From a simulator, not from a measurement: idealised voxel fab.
The following process module bears the name voxel self aligned contacts.
The cross-section shown here is cut; it is 155 nm wide and divided into square cells measuring 5 nm on a side.
Throughout this document, each cross-section is represented as a grid of square cells and is presented as a sequence of bands enumerated from the top downward, where a band comprises one or more rows of cells. Heights first: top, then bottom, in nm. Then materials, left to right, each with a width in nm. "everywhere" on a single material: fills the band edge to edge. "blank": empty space. It should be noted that heights are counted from 0, beneath which the wafer as supplied is of one material throughout, and that the lowest band possesses no lower boundary but continues downward, as written in "z 0 and below". Width spec "30->40" -> top row of cells at first value, bottom row at second value, equal per-row change in between. Step marked "remained unchanged"? Then no cell in the cross-section changed in it. In "Closed void table" the enclosed voids are listed, meaning empty spaces of 8 cells or larger without any opening to the top. The form is width x height at distance, distance from the left edge, units nm. Note: text after step settings on the step line = simulator remark on that step. The "overlay nm" setting may appear on a step's line; for a step that uses a mask, it gives how far to the right of its planned position the mask lay, and a negative value indicates the left.

Steps planned for the process:
1) RECEIVE [material Si]
2) OXIDIZE [depth nm 5]
3) DIRECTIONAL_DEP [material polySi] [thk nm 20]
4) DIRECTIONAL_DEP [material SiN] [thk nm 25]
5) MASKED_ETCH [tone cover] [mask id GATE] [width nm 35] [pitch nm 75] [etch materials SiN] [depth nm 25] [overlay nm 0]
6) MASKED_ETCH [tone cover] [mask id GATE] [width nm 35] [pitch nm 75] [etch materials polySi] [depth nm 20] [overlay nm 0]
7) CONFORMAL_DEP [material SiN] [thk nm 10]
8) DIRECTIONAL_ETCH [etch materials SiN] [depth nm 10]
9) FILL_DEP [material SiO2] [thk nm 15]
10) CMP [height nm 50]
11) DIRECTIONAL_DEP [material aC] [thk nm 10]
12) PATTERN [tone open] [mask id CONTACT] [material resist] [width nm 60] [thk nm 25] [overlay nm 0]
13) DIRECTIONAL_ETCH [etch materials aC] [depth nm 10]
14) STRIP [etch materials resist]
15) DIRECTIONAL_ETCH [etch materials SiO2] [depth nm 55]
16) STRIP [etch materials aC]
17) CONFORMAL_DEP [material TiN] [thk nm 5]
18) FILL_DEP [material W] [thk nm 5]
19) CMP [height nm 50]
20) CONFORMAL_DEP [material SiCN] [thk nm 5]

First of two wafers: run as planned:

Step 1 complete: cross-section of the wafer as received:
- z 0 and below: Si everywhere
- Closed void table: none

Cross-section through the wafer, step 2 finished:
- z 0 to -5: SiO2 everywhere
- Below -5, the layers are the same as they were.

Cross-section through the wafer, step 3 finished:
- z 20 to 0: polySi everywhere
- Below 0, the layers are the same as they were.

Cross-section through the wafer, step 4 finished:
- z 45 to 20: SiN everywhere
- Below 20, the layers are the same as they were.

Cross-section through the wafer, step 5 finished:
- z 45 to 20: blank 20 nm, then SiN 35 nm, then blank 40 nm, then SiN 35 nm, then blank 25 nm
- Below 20, the layers are the same as they were.

Cross-section through the wafer, step 6 finished:
- z 45 to 20: blank 20 nm, then SiN 35 nm, then blank 40 nm, then SiN 35 nm, then blank 25 nm
- z 20 to 0: blank 20 nm, then polySi 35 nm, then blank 40 nm, then polySi 35 nm, then blank 25 nm
- Below 0, the layers are the same as they were.

Cross-section through the wafer, step 7 finished:
- z 55 to 20: blank 10 nm, then SiN 55 nm, then blank 20 nm, then SiN 55 nm, then blank 15 nm
- z 20 to 10: blank 10 nm, then SiN 10 nm, then polySi 35 nm, then SiN 10 nm, then blank 20 nm, then SiN 10 nm, then polySi 35 nm, then SiN 10 nm, then blank 15 nm
- z 10 to 0: SiN 20 nm, then polySi 35 nm, then SiN 40 nm, then polySi 35 nm, then SiN 25 nm
- Below 0, the layers are the same as they were.

Cross-section through the wafer, step 8 finished:
- z 45 to 20: blank 10 nm, then SiN 55 nm, then blank 20 nm, then SiN 55 nm, then blank 15 nm
- z 20 to 0: blank 10 nm, then SiN 10 nm, then polySi 35 nm, then SiN 10 nm, then blank 20 nm, then SiN 10 nm, then polySi 35 nm, then SiN 10 nm, then blank 15 nm
- Below 0, the layers are the same as they were.

Cross-section through the wafer, step 9 finished:
- z 60 to 45: SiO2 everywhere
- z 45 to 20: SiO2 10 nm, then SiN 55 nm, then SiO2 20 nm, then SiN 55 nm, then SiO2 15 nm
- z 20 to 0: SiO2 10 nm, then SiN 10 nm, then polySi 35 nm, then SiN 10 nm, then SiO2 20 nm, then SiN 10 nm, then polySi 35 nm, then SiN 10 nm, then SiO2 15 nm
- Below 0, the layers are the same as they were.

Cross-section through the wafer, step 10 finished:
- z 50 to 45: SiO2 everywhere
- Below 45, the layers are the same as they were.

Cross-section through the wafer, step 11 finished:
- z 60 to 50: aC everywhere
- Below 50, the layers are the same as they were.

Cross-section through the wafer, step 12 finished:
- z 85 to 60: resist 45 nm, then blank 60 nm, then resist 50 nm
- Below 60, the layers are the same as they were.

Cross-section through the wafer, step 13 finished:
- z 75 to 60: resist 45 nm, then blank 60 nm, then resist 50 nm
- z 60 to 50: aC 45 nm, then blank 60 nm, then aC 50 nm
- Below 50, the layers are the same as they were.

Cross-section through the wafer, step 14 finished:
- z 60 to 50: aC 45 nm, then blank 60 nm, then aC 50 nm
- Below 50, the layers are the same as they were.

Cross-section through the wafer, step 15 finished:
- z 60 to 50: aC 45 nm, then blank 60 nm, then aC 50 nm
- z 50 to 45: SiO2 45 nm, then blank 60 nm, then SiO2 50 nm
- z 45 to 20: SiO2 10 nm, then SiN 55 nm, then blank 20 nm, then SiN 55 nm, then SiO2 15 nm
- z 20 to 0: SiO2 10 nm, then SiN 10 nm, then polySi 35 nm, then SiN 10 nm, then blank 20 nm, then SiN 10 nm, then polySi 35 nm, then SiN 10 nm, then SiO2 15 nm
- z 0 to -5: SiO2 65 nm, then blank 20 nm, then SiO2 70 nm
- Below -5, the layers are the same as they were.

Cross-section through the wafer, step 16 finished:
- z 50 to 45: SiO2 45 nm, then blank 60 nm, then SiO2 50 nm
- Below 45, the layers are the same as they were.

Cross-section through the wafer, step 17 finished:
- z 55 to 50: TiN 50 nm, then blank 50 nm, then TiN 55 nm
- z 50 to 45: SiO2 45 nm, then TiN 25 nm, then blank 10 nm, then TiN 25 nm, then SiO2 50 nm
- z 45 to 20: SiO2 10 nm, then SiN 55 nm, then TiN 5 nm, then blank 10 nm, then TiN 5 nm, then SiN 55 nm, then SiO2 15 nm
- z 20 to 0: SiO2 10 nm, then SiN 10 nm, then polySi 35 nm, then SiN 10 nm, then TiN 5 nm, then blank 10 nm, then TiN 5 nm, then SiN 10 nm, then polySi 35 nm, then SiN 10 nm, then SiO2 15 nm
- z 0 to -5: SiO2 65 nm, then TiN 20 nm, then SiO2 70 nm
- Below -5, the layers are the same as they were.

Cross-section through the wafer, step 18 finished:
- z 60 to 55: W everywhere
- z 55 to 50: TiN 50 nm, then W 50 nm, then TiN 55 nm
- z 50 to 45: SiO2 45 nm, then TiN 25 nm, then W 10 nm, then TiN 25 nm, then SiO2 50 nm
- z 45 to 20: SiO2 10 nm, then SiN 55 nm, then TiN 5 nm, then W 10 nm, then TiN 5 nm, then SiN 55 nm, then SiO2 15 nm
- z 20 to 0: SiO2 10 nm, then SiN 10 nm, then polySi 35 nm, then SiN 10 nm, then TiN 5 nm, then W 10 nm, then TiN 5 nm, then SiN 10 nm, then polySi 35 nm, then SiN 10 nm, then SiO2 15 nm
- Below 0, the layers are the same as they were.

Cross-section through the wafer, step 19 finished:
- z 50 to 45: SiO2 45 nm, then TiN 25 nm, then W 10 nm, then TiN 25 nm, then SiO2 50 nm
- Below 45, the layers are the same as they were.

Cross-section through the wafer, step 20 finished:
- z 55 to 50: SiCN everywhere
- Below 50, the layers are the same as they were.

Second wafer, same starting conditions and recipe as the first, one mistake in executing it, nothing differs from the first up to and including step 11:

Second wafer: cross-section at the scheduled end of step 12:
- z 85 to 60: resist 55 nm, then blank 60 nm, then resist 40 nm
- Below 60, the layers are the same as they were.

Second wafer: cross-section at the scheduled end of step 13:
- z 75 to 60: resist 55 nm, then blank 60 nm, then resist 40 nm
- z 60 to 50: aC 55 nm, then blank 60 nm, then aC 40 nm
- Below 50, the layers are the same as they were.

Second wafer: cross-section at the scheduled end of step 14:
- z 60 to 50: aC 55 nm, then blank 60 nm, then aC 40 nm
- Below 50, the layers are the same as they were.

Second wafer: cross-section at the scheduled end of step 15:
- z 60 to 50: aC 55 nm, then blank 60 nm, then aC 40 nm
- z 50 to 45: SiO2 55 nm, then blank 60 nm, then SiO2 40 nm
- z 45 to 20: SiO2 10 nm, then SiN 55 nm, then blank 20 nm, then SiN 55 nm, then SiO2 15 nm
- z 20 to 0: SiO2 10 nm, then SiN 10 nm, then polySi 35 nm, then SiN 10 nm, then blank 20 nm, then SiN 10 nm, then polySi 35 nm, then SiN 10 nm, then SiO2 15 nm
- z 0 to -5: SiO2 65 nm, then blank 20 nm, then SiO2 70 nm
- Below -5, the layers are the same as they were.

Second wafer: cross-section at the scheduled end of step 16:
- z 50 to 45: SiO2 55 nm, then blank 60 nm, then SiO2 40 nm
- Below 45, the layers are the same as they were.

Second wafer: cross-section at the scheduled end of step 17:
- z 55 to 50: TiN 60 nm, then blank 50 nm, then TiN 45 nm
- z 50 to 45: SiO2 55 nm, then TiN 15 nm, then blank 10 nm, then TiN 35 nm, then SiO2 40 nm
- z 45 to 20: SiO2 10 nm, then SiN 55 nm, then TiN 5 nm, then blank 10 nm, then TiN 5 nm, then SiN 55 nm, then SiO2 15 nm
- z 20 to 0: SiO2 10 nm, then SiN 10 nm, then polySi 35 nm, then SiN 10 nm, then TiN 5 nm, then blank 10 nm, then TiN 5 nm, then SiN 10 nm, then polySi 35 nm, then SiN 10 nm, then SiO2 15 nm
- z 0 to -5: SiO2 65 nm, then TiN 20 nm, then SiO2 70 nm
- Below -5, the layers are the same as they were.

Second wafer: cross-section at the scheduled end of step 18:
- z 60 to 55: W everywhere
- z 55 to 50: TiN 60 nm, then W 50 nm, then TiN 45 nm
- z 50 to 45: SiO2 55 nm, then TiN 15 nm, then W 10 nm, then TiN 35 nm, then SiO2 40 nm
- z 45 to 20: SiO2 10 nm, then SiN 55 nm, then TiN 5 nm, then W 10 nm, then TiN 5 nm, then SiN 55 nm, then SiO2 15 nm
- z 20 to 0: SiO2 10 nm, then SiN 10 nm, then polySi 35 nm, then SiN 10 nm, then TiN 5 nm, then W 10 nm, then TiN 5 nm, then SiN 10 nm, then polySi 35 nm, then SiN 10 nm, then SiO2 15 nm
- Below 0, the layers are the same as they were.

Second wafer: cross-section at the scheduled end of step 19:
- z 50 to 45: SiO2 55 nm, then TiN 15 nm, then W 10 nm, then TiN 35 nm, then SiO2 40 nm
- Below 45, the layers are the same as they were.

Second wafer: cross-section at the scheduled end of step 20:
- z 55 to 50: SiCN everywhere
- Below 50, the layers are the same as they were.
What was done differently from what was planned? in deviation from the planned setting, step 12 was conducted as PATTERN [tone open] [mask id CONTACT] [material resist] [width nm 60] [thk nm 25] [overlay nm 10]
Final state: per-material cell counts identical on both wafers; locations differ.
